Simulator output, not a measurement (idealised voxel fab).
Herein follows the process module entitled voxel transistor to metal.
Section cut is 150 nm wide and gridded with 5 nm square cells.
In this document a cross-section is written as a grid of square cells. It is given as a series of bands, listed from the top down, and a band is one or more rows of cells. For a band, the entry starts with two heights in nm, that of the top and then that of the bottom, and carries on with the band's materials in order from left to right, each alongside its width in nm; the word "throughout" beside a single material means it fills the band edge to edge, and "empty" means empty space. Heights are reckoned from 0. Under this level, the received wafer is all of one material. The bottommost band is open-ended downward, for example "0 and below". A width such as "30..40" changes by the same amount from each row of cells to the next, from the band's top row to its bottom row. Where the words "no change" appear for a step, the cross-section shows no cell changed by that step; every cell remained as before. The entry titled "Closed void register" provides the empty spaces that have no open way to the top, restricted to those of 8 cells or more. Each is presented as width x height at distance, the distance being measured from the left edge, with all three in nm. Formally, on a step line, whatever follows the settings is a remark that the simulator itself makes on the step. The setting "overlay nm" may be written on the line of a step. When the step uses a mask, the value reports how far to the right of the planned place the mask lay, and a negative value reports that it lay to the left.

## Below is the list of planned process steps
step 1: RECEIVE [material Si]
step 2: CONFORMAL_DEP [material SiO2] [thk nm 5]
step 3: CONFORMAL_DEP [material SiN] [thk nm 15]
step 4: DIRECTIONAL_DEP [material aC] [thk nm 10]
step 5: PATTERN [tone cover] [mask id ACTIVE] [material resist] [width nm 105] [thk nm 30] [overlay nm 0]
step 6: DIRECTIONAL_ETCH [etch materials aC] [depth nm 10]
step 7: STRIP [etch materials resist]
step 8: DIRECTIONAL_ETCH [etch materials SiN] [depth nm 15]
step 9: DIRECTIONAL_ETCH [etch materials SiO2] [depth nm 5]
step 10: DIRECTIONAL_ETCH [etch materials Si] [depth nm 35]
step 11: STRIP [etch materials aC]
step 12: OXIDIZE [depth nm 5]
step 13: FILL_DEP [material SiO2] [thk nm 5]
step 14: CMP [height nm 20]
step 15: SELECTIVE_ETCH [etch materials SiO2] [depth nm 5]
step 16: STRIP [etch materials SiN]
step 17: SELECTIVE_ETCH [etch materials SiO2] [depth nm 5]
step 18: OXIDIZE [depth nm 5]
step 19: DIRECTIONAL_DEP [material polySi] [thk nm 20]
step 20: DIRECTIONAL_DEP [material SiCN] [thk nm 15]
step 21: MASKED_ETCH [tone cover] [mask id GATE] [width nm 25] [etch materials SiCN] [depth nm 25] [overlay nm 0]
step 22: MASKED_ETCH [tone cover] [mask id GATE] [width nm 25] [etch materials polySi] [depth nm 30] [overlay nm 0]
step 23: CONFORMAL_DEP [material SiO2] [thk nm 5]
step 24: DIRECTIONAL_ETCH [etch materials SiO2] [depth nm 5]
step 25: CONFORMAL_DEP [material SiN] [thk nm 5]
step 26: DIRECTIONAL_ETCH [etch materials SiN] [depth nm 5]
step 27: DIRECTIONAL_ETCH [etch materials SiO2] [depth nm 5]
step 28: DIRECTIONAL_ETCH [etch materials Si] [depth nm 10]
step 29: EPI [material pSi] [thk nm 15]
step 30: FILL_DEP [material SiO2] [thk nm 10]
step 31: CMP [height nm 35]
step 32: DIRECTIONAL_DEP [material SiO2] [thk nm 10]
step 33: PATTERN [tone open] [mask id CONTACT] [material resist] [width nm 30] [pitch nm 65] [thk nm 15] [overlay nm 0]
step 34: DIRECTIONAL_ETCH [etch materials SiO2] [depth nm 45]
step 35: STRIP [etch materials resist]
step 36: CONFORMAL_DEP [material TiN] [thk nm 5]
step 37: FILL_DEP [material W] [thk nm 5]
step 38: CMP [height nm 45]
step 39: DIRECTIONAL_DEP [material TiN] [thk nm 5]
step 40: DIRECTIONAL_DEP [material W] [thk nm 15]
step 41: PATTERN [tone cover] [mask id METAL_1] [material resist] [width nm 20] [pitch nm 75] [thk nm 20] [overlay nm 0]
step 42: DIRECTIONAL_ETCH [etch materials W] [depth nm 15]
step 43: DIRECTIONAL_ETCH [etch materials TiN] [depth nm 5]
step 44: STRIP [etch materials resist]
step 45: FILL_DEP [material lowk] [thk nm 10]
step 46: CMP [height nm 65]
step 47: CONFORMAL_DEP [material SiCN] [thk nm 5]

## As-received wafer cross-section (after step 1)
    0 and below  Si throughout
    Closed void register: none

## Wafer cross-section at end of module: start and plan as shown above, one execution error
    70 down to 65  SiCN throughout
    65 down to 50  25 W; 20 lowk; 55 W; 20 lowk; 30 W
    50 down to 45  25 TiN; 20 lowk; 55 TiN; 20 lowk; 30 TiN
    45 down to 35  25 SiO2; 5 TiN; 20..15 W; 5..10 TiN; 35 SiO2; 5..10 TiN; 20..15 W; 5 TiN; 30 SiO2
    35 down to 20  25 SiO2; 5 TiN; 15 W; 5 TiN; 5 SiN; 5 SiO2; 25 SiCN; 5 SiO2; 5 SiN; 5 TiN; 15 W; 5 TiN; 30 SiO2
    20 down to 15  25 SiO2; 5 TiN; 15 W; 5 TiN; 5 SiN; 5 SiO2; 25 polySi; 5 SiO2; 5 SiN; 5 TiN; 15 W; 5 TiN; 30 SiO2
    15 down to 10  25 SiO2; 25 TiN; 5 SiN; 5 SiO2; 25 polySi; 5 SiO2; 5 SiN; 25 TiN; 30 SiO2
    10 down to 0  20 SiO2; 5 SiN; 10 TiN; 15 pSi; 5 SiN; 5 SiO2; 25 polySi; 5 SiO2; 5 SiN; 15 pSi; 10 TiN; 5 SiN; 25 SiO2
    0 down to -5  25 SiO2; 25 pSi; 45 SiO2; 25 pSi; 30 SiO2
    -5 down to -15  25 SiO2; 25 pSi; 45 Si; 25 pSi; 30 SiO2
    -15 down to -40  25 SiO2; 95 Si; 30 SiO2
    -40 and below  Si throughout
    Closed void register: none
Against the plan, the run slipped here: step 41 ran as: PATTERN [tone open] [mask id METAL_1] [material resist] [width nm 20] [pitch nm 75] [thk nm 20] [overlay nm 0]
